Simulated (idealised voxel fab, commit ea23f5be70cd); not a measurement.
This section sets out a process module, namely voxel capacitor over wiring.
Section shown: cut. Width: 245 nm. Cell size: 5 nm, square.
For the purposes of this document, a cross-section shall be understood as a grid of square cells, specified as bands listed in top-to-bottom order, each band consisting of one or more rows of cells.
For a band, the entry starts with two heights in nm, that of the top and then that of the bottom, and carries on with the band's materials in order from left to right, each alongside its width in nm; the word "everywhere" beside a single material means it fills the band edge to edge, and "blank" means empty space.
Heights are expressed relative to 0, this being the level below which the as-received wafer comprises one material exclusively. The lowest band is unbounded in the downward direction and is denoted as in "0 and below".
Quick explanation for "30..40": the width changes in equal steps down the rows of cells, from the first number in the band's top row to the second number in its bottom row.
"no alterations made" after a step means that no cell of the cross-section changed.
In the "Closed cavity list" entry, you get each enclosed empty space of 8 cells or more, one with no open way to the top, written width x height at distance, distance from the left edge, in nm.
That trailing text on a step's line, after the settings, is the simulator's own remark on the step.
For masked steps, "overlay nm" on the step line gives how far right of plan the mask actually lay; a minus sign means it lay to the left.
These are the steps we planned for the process
1. RECEIVE (material Si)
2. CONFORMAL_DEP (material SiO2; thk nm 15)
3. CONFORMAL_DEP (material SiCN; thk nm 5)
4. DIRECTIONAL_DEP (material SiO2; thk nm 25)
5. DIRECTIONAL_DEP (material aC; thk nm 15)
6. PATTERN (tone open; mask id METAL_1; material resist; width nm 25; pitch nm 80; thk nm 30; overlay nm 0)
7. DIRECTIONAL_ETCH (etch materials aC; depth nm 15)
8. STRIP (etch materials resist)
9. DIRECTIONAL_ETCH (etch materials SiO2; depth nm 25)
10. DIRECTIONAL_ETCH (etch materials SiCN; depth nm 5)
11. STRIP (etch materials aC)
12. CONFORMAL_DEP (material TiN; thk nm 5)
13. FILL_DEP (material Cu; thk nm 5)
14. CMP (height nm 45)
15. CONFORMAL_DEP (material SiCN; thk nm 5)
16. DIRECTIONAL_DEP (material SiO2; thk nm 10)
17. DIRECTIONAL_DEP (material aC; thk nm 10)
18. PATTERN (tone open; mask id PLUG_1; material resist; width nm 15; thk nm 25; overlay nm 0)
19. DIRECTIONAL_ETCH (etch materials aC; depth nm 10)
20. STRIP (etch materials resist)
21. DIRECTIONAL_ETCH (etch materials SiO2; depth nm 10)
22. DIRECTIONAL_ETCH (etch materials SiCN; depth nm 5)
23. STRIP (etch materials aC)
24. CONFORMAL_DEP (material TiN; thk nm 5)
25. FILL_DEP (material Ru; thk nm 5)
26. CMP (height nm 60)
27. DIRECTIONAL_DEP (material TiN; thk nm 10)
28. DIRECTIONAL_DEP (material HfO2; thk nm 5)
29. DIRECTIONAL_DEP (material TiN; thk nm 5)
30. DIRECTIONAL_DEP (material aC; thk nm 15)
31. PATTERN (tone cover; mask id UPPER_PLATE; material resist; width nm 60; thk nm 30; overlay nm 0)
32. DIRECTIONAL_ETCH (etch materials aC; depth nm 15)
33. STRIP (etch materials resist)
34. DIRECTIONAL_ETCH (etch materials TiN; depth nm 5)
35. DIRECTIONAL_ETCH (etch materials HfO2; depth nm 5)
36. STRIP (etch materials aC)
37. PATTERN (tone cover; mask id LOWER_PLATE; material resist; width nm 70; thk nm 20; overlay nm 0)
38. DIRECTIONAL_ETCH (etch materials TiN; depth nm 10)
39. STRIP (etch materials resist)
40. FILL_DEP (material SiO2; thk nm 20)
41. CMP (height nm 95)
42. PATTERN (tone open; mask id PLUG_2; material resist; width nm 15; thk nm 20; overlay nm 0)
43. DIRECTIONAL_ETCH (etch materials SiO2; depth nm 15)
44. STRIP (etch materials resist)
45. CONFORMAL_DEP (material TiN; thk nm 5)
46. FILL_DEP (material Ru; thk nm 5)
47. CMP (height nm 95)
48. CONFORMAL_DEP (material SiCN; thk nm 5)
Step 1 complete: cross-section of the wafer as received
* 0 and below | Si everywhere
* Closed cavity list: none
As-planned run: cross-section of the first of two wafers at end of module
* 100 down to 95 | SiCN everywhere
* 95 down to 85 | 90 of SiO2 | 5 of TiN | 5 of Ru | 5 of TiN | 140 of SiO2
* 85 down to 75 | 90..80 of SiO2 | 15..60 of TiN | 140..105 of SiO2
* 75 down to 70 | 80 of SiO2 | 60 of HfO2 | 105 of SiO2
* 70 down to 60 | 75 of SiO2 | 70 of TiN | 100 of SiO2
* 60 down to 50 | 80 of SiO2 | 5 of TiN | 5 of Ru | 5 of TiN | 150 of SiO2
* 50 down to 45 | 80 of SiCN | 15 of TiN | 150 of SiCN
* 45 down to 20 | 70 of SiO2 | 5 of TiN | 15 of Cu | 5 of TiN | 55 of SiO2 | 5 of TiN | 15 of Cu | 5 of TiN | 70 of SiO2
* 20 down to 15 | 70 of SiCN | 25 of TiN | 55 of SiCN | 25 of TiN | 70 of SiCN
* 15 down to 0 | SiO2 everywhere
* 0 and below | Si everywhere
* Closed cavity list: none
Cross-sectional view: second of two wafers, end of module; start and plan identical to the first, one mistake in running
* 100 down to 95 | SiCN everywhere
* 95 down to 85 | 95 of SiO2 | 5 of Ru | 145 of SiO2
* 85 down to 80 | SiO2 everywhere
* 80 down to 75 | 80 of SiO2 | 60 of TiN | 105 of SiO2
* 75 down to 70 | 80 of SiO2 | 60 of HfO2 | 105 of SiO2
* 70 down to 60 | 75 of SiO2 | 70 of TiN | 100 of SiO2
* 60 down to 50 | 80 of SiO2 | 5 of TiN | 5 of Ru | 5 of TiN | 150 of SiO2
* 50 down to 45 | 80 of SiCN | 15 of TiN | 150 of SiCN
* 45 down to 20 | 70 of SiO2 | 5 of TiN | 15 of Cu | 5 of TiN | 55 of SiO2 | 5 of TiN | 15 of Cu | 5 of TiN | 70 of SiO2
* 20 down to 15 | 70 of SiCN | 25 of TiN | 55 of SiCN | 25 of TiN | 70 of SiCN
* 15 down to 0 | SiO2 everywhere
* 0 and below | Si everywhere
* Closed cavity list: none
It is concluded that the wafer was processed incorrectly with respect to the plan, in that step 45: run off-plan, actual operation and settings CONFORMAL_DEP (material SiO2; thk nm 5)
The second wafer ends with more or fewer cells of some materials than the first, per final count: 7 more of SiO2 | 7 fewer of TiN
